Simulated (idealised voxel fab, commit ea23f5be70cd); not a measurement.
Process module name: voxel transistor to metal
Cross-sectional view cut (width: 160 nm; square cell size: 5 nm).
Cross-section = grid of square cells, listed top down in bands; band = one or more rows. Quick guide to a band line: top height, bottom height (nm) up front; then every material left to right with its width in nm. Only one material and it's marked "all across"? Then it fills the band edge to edge. And "blank" just means empty space. Height datum 0, below which the as-received substrate wafer is one material. Lowest band open at the bottom, running downward: "top 0, no bottom". So if you see something like "30..40" for the width, read it as the top row of the band sitting at the first number and the bottom row at the second, with every row in between moving by the same amount as the last. "no change occurred" for a step: no cell of the cross-section changed in that step. This entry, "Sealed internal cavities", enumerates those empty regions of no fewer than 8 cells that possess no open connection to the top. Each region is reported in the form width x height at distance, the distance being taken from the left edge, with all three quantities expressed in nm. Step line, after settings: the simulator's comment on this step. overlay nm: on a step with a mask, how far right of its planned place the mask lay; negative means left.

Listed below are the process steps as planned
1. op RECEIVE | material Si
2. op OXIDIZE | depth nm 5
3. op CONFORMAL_DEP | material SiN | thk nm 10
4. op MASKED_ETCH | tone cover | mask id ACTIVE | width nm 110 | etch materials SiN | depth nm 10 | overlay nm 0
5. op MASKED_ETCH | tone cover | mask id ACTIVE | width nm 110 | etch materials SiO2 | depth nm 5 | overlay nm 0
6. op MASKED_ETCH | tone cover | mask id ACTIVE | width nm 110 | etch materials Si | depth nm 35 | overlay nm 0
7. op FILL_DEP | material SiO2 | thk nm 15
8. op CMP | height nm 10
9. op SELECTIVE_ETCH | etch materials SiO2 | depth nm 5
10. op STRIP | etch materials SiN
11. op SELECTIVE_ETCH | etch materials SiO2 | depth nm 5
12. op OXIDIZE | depth nm 5
13. op DIRECTIONAL_DEP | material polySi | thk nm 30
14. op DIRECTIONAL_DEP | material SiCN | thk nm 15
15. op DIRECTIONAL_DEP | material aC | thk nm 15
16. op PATTERN | tone cover | mask id GATE | material resist | width nm 20 | thk nm 30 | overlay nm 0
17. op DIRECTIONAL_ETCH | etch materials aC | depth nm 15
18. op STRIP | etch materials resist
19. op DIRECTIONAL_ETCH | etch materials SiCN | depth nm 25
20. op DIRECTIONAL_ETCH | etch materials polySi | depth nm 40
21. op STRIP | etch materials aC
22. op CONFORMAL_DEP | material SiO2 | thk nm 5
23. op DIRECTIONAL_ETCH | etch materials SiO2 | depth nm 5
24. op CONFORMAL_DEP | material SiN | thk nm 5
25. op DIRECTIONAL_ETCH | etch materials SiN | depth nm 5
26. op DIRECTIONAL_ETCH | etch materials SiO2 | depth nm 5
27. op DIRECTIONAL_ETCH | etch materials Si | depth nm 10
28. op EPI | material SiGe | thk nm 15
29. op FILL_DEP | material SiO2 | thk nm 5
30. op CMP | height nm 40
31. op DIRECTIONAL_DEP | material SiO2 | thk nm 10
32. op DIRECTIONAL_DEP | material aC | thk nm 10
33. op PATTERN | tone open | mask id CONTACT | material resist | width nm 20 | pitch nm 70 | thk nm 30 | overlay nm 0
34. op DIRECTIONAL_ETCH | etch materials aC | depth nm 10
35. op STRIP | etch materials resist
36. op DIRECTIONAL_ETCH | etch materials SiO2 | depth nm 45
37. op STRIP | etch materials aC
38. op CONFORMAL_DEP | material TiN | thk nm 5
39. op FILL_DEP | material W | thk nm 10
40. op CMP | height nm 50
41. op CONFORMAL_DEP | material SiCN | thk nm 5
42. op DIRECTIONAL_DEP | material lowk | thk nm 15
43. op DIRECTIONAL_DEP | material aC | thk nm 15
44. op PATTERN | tone open | mask id METAL_1 | material resist | width nm 20 | pitch nm 70 | thk nm 35 | overlay nm 0
45. op DIRECTIONAL_ETCH | etch materials aC | depth nm 15
46. op STRIP | etch materials resist
47. op DIRECTIONAL_ETCH | etch materials lowk | depth nm 15
48. op DIRECTIONAL_ETCH | etch materials SiCN | depth nm 5
49. op STRIP | etch materials aC
50. op CONFORMAL_DEP | material TiN | thk nm 5
51. op FILL_DEP | material Cu | thk nm 5
52. op CMP | height nm 70
53. op CONFORMAL_DEP | material SiCN | thk nm 5
54. op DIRECTIONAL_DEP | material SiO2 | thk nm 30
55. op MASKED_ETCH | tone open | mask id METAL_2 | width nm 20 | pitch nm 70 | etch materials SiO2 | depth nm 20 | overlay nm 0
56. op PATTERN | tone open | mask id METAL_2_HOLES | material resist | width nm 15 | pitch nm 70 | thk nm 15 | overlay nm 0
57. op DIRECTIONAL_ETCH | etch materials SiO2 | depth nm 10
58. op DIRECTIONAL_ETCH | etch materials SiCN | depth nm 5
59. op STRIP | etch materials resist
60. op CONFORMAL_DEP | material TiN | thk nm 5
61. op FILL_DEP | material Cu | thk nm 5
62. op CMP | height nm 105
63. op CONFORMAL_DEP | material SiN | thk nm 5

As-received wafer cross-section (after step 1)
* top 0, no bottom: Si all across
* Sealed internal cavities: none

Cross-section: first of two wafers, module finished, run according to plan
* top 110, bottom 105: SiN all across
* top 105, bottom 90: SiO2=35, then TiN=5, then Cu=10, then TiN=5, then SiO2=50, then TiN=5, then Cu=10, then TiN=5, then SiO2=35
* top 90, bottom 85: SiO2=35, then TiN=5, then Cu=5, then TiN=10, then SiO2=50, then TiN=5, then Cu=5, then TiN=10, then SiO2=35
* top 85, bottom 75: SiO2=35, then TiN=5, then Cu=5, then TiN=5, then SiO2=55, then TiN=5, then Cu=5, then TiN=5, then SiO2=40
* top 75, bottom 70: SiCN=35, then TiN=15, then SiCN=55, then TiN=15, then SiCN=40
* top 70, bottom 55: lowk=35, then TiN=5, then Cu=10, then TiN=5, then lowk=50, then TiN=5, then Cu=10, then TiN=5, then lowk=35
* top 55, bottom 50: SiCN=35, then TiN=20, then SiCN=50, then TiN=20, then SiCN=35
* top 50, bottom 40: SiO2=35, then TiN=5, then W=10, then TiN=5, then SiO2=50, then TiN=5, then W=10, then TiN=5, then SiO2=35
* top 40, bottom 25: SiO2=35, then TiN=5, then W=10, then TiN=5, then SiO2=5, then SiN=5, then SiO2=5, then SiCN=20, then SiO2=5, then SiN=5, then SiO2=5, then TiN=5, then W=10, then TiN=5, then SiO2=35
* top 25, bottom 10: SiO2=35, then TiN=5, then W=10, then TiN=5, then SiO2=5, then SiN=5, then SiO2=5, then polySi=20, then SiO2=5, then SiN=5, then SiO2=5, then TiN=5, then W=10, then TiN=5, then SiO2=35
* top 10, bottom 5: SiO2=35, then TiN=20, then SiO2=5, then SiN=5, then SiO2=5, then polySi=20, then SiO2=5, then SiN=5, then SiO2=5, then TiN=20, then SiO2=35
* top 5, bottom 0: SiO2=25, then SiGe=35, then SiN=5, then SiO2=5, then polySi=20, then SiO2=5, then SiN=5, then SiGe=35, then SiO2=25
* top 0, bottom -5: SiO2=25, then SiN=5, then SiGe=30, then SiN=5, then SiO2=5, then polySi=20, then SiO2=5, then SiN=5, then SiGe=30, then SiN=5, then SiO2=25
* top -5, bottom -10: SiO2=30, then SiGe=30, then SiO2=40, then SiGe=30, then SiO2=30
* top -10, bottom -20: SiO2=25, then Si=5, then SiGe=30, then Si=40, then SiGe=30, then Si=5, then SiO2=25
* top -20, bottom -40: SiO2=25, then Si=110, then SiO2=25
* top -40, no bottom: Si all across
* Sealed internal cavities: none

Cross-section, wafer two of two, end of module: same start and plan as wafer one, one error in execution
* top 110, bottom 105: SiN all across
* top 105, bottom 95: Cu=45..30, then TiN=5..20, then SiO2=5, then TiN=5, then Cu=55..40, then TiN=5..20, then SiO2=5, then TiN=5, then Cu=30
* top 95, bottom 90: Cu=30, then TiN=5, then SiO2=20, then TiN=5, then Cu=40, then TiN=5, then SiO2=20, then TiN=5, then Cu=30
* top 90, bottom 85: TiN=35, then SiO2=20, then TiN=50, then SiO2=20, then TiN=35
* top 85, bottom 75: SiO2 all across
* top 75, bottom 70: SiCN all across
* top 70, bottom 55: lowk=35, then TiN=5, then Cu=10, then TiN=5, then lowk=50, then TiN=5, then Cu=10, then TiN=5, then lowk=35
* top 55, bottom 50: SiCN=35, then TiN=20, then SiCN=50, then TiN=20, then SiCN=35
* top 50, bottom 40: SiO2=35, then TiN=5, then W=10, then TiN=5, then SiO2=50, then TiN=5, then W=10, then TiN=5, then SiO2=35
* top 40, bottom 25: SiO2=35, then TiN=5, then W=10, then TiN=5, then SiO2=5, then SiN=5, then SiO2=5, then SiCN=20, then SiO2=5, then SiN=5, then SiO2=5, then TiN=5, then W=10, then TiN=5, then SiO2=35
* top 25, bottom 10: SiO2=35, then TiN=5, then W=10, then TiN=5, then SiO2=5, then SiN=5, then SiO2=5, then polySi=20, then SiO2=5, then SiN=5, then SiO2=5, then TiN=5, then W=10, then TiN=5, then SiO2=35
* top 10, bottom 5: SiO2=35, then TiN=20, then SiO2=5, then SiN=5, then SiO2=5, then polySi=20, then SiO2=5, then SiN=5, then SiO2=5, then TiN=20, then SiO2=35
* top 5, bottom 0: SiO2=25, then SiGe=35, then SiN=5, then SiO2=5, then polySi=20, then SiO2=5, then SiN=5, then SiGe=35, then SiO2=25
* top 0, bottom -5: SiO2=25, then SiN=5, then SiGe=30, then SiN=5, then SiO2=5, then polySi=20, then SiO2=5, then SiN=5, then SiGe=30, then SiN=5, then SiO2=25
* top -5, bottom -10: SiO2=30, then SiGe=30, then SiO2=40, then SiGe=30, then SiO2=30
* top -10, bottom -20: SiO2=25, then Si=5, then SiGe=30, then Si=40, then SiGe=30, then Si=5, then SiO2=25
* top -20, bottom -40: SiO2=25, then Si=110, then SiO2=25
* top -40, no bottom: Si all across
* Sealed internal cavities: none
Run error: step 55 did not happen as planned, as run it was op MASKED_ETCH | tone cover | mask id METAL_2 | width nm 20 | pitch nm 70 | etch materials SiO2 | depth nm 20 | overlay nm 0
Heads up, by the end the second wafer has more or fewer cells of some materials compared to the first: +48 Cu | +6 SiCN | -64 SiO2 | +10 TiN
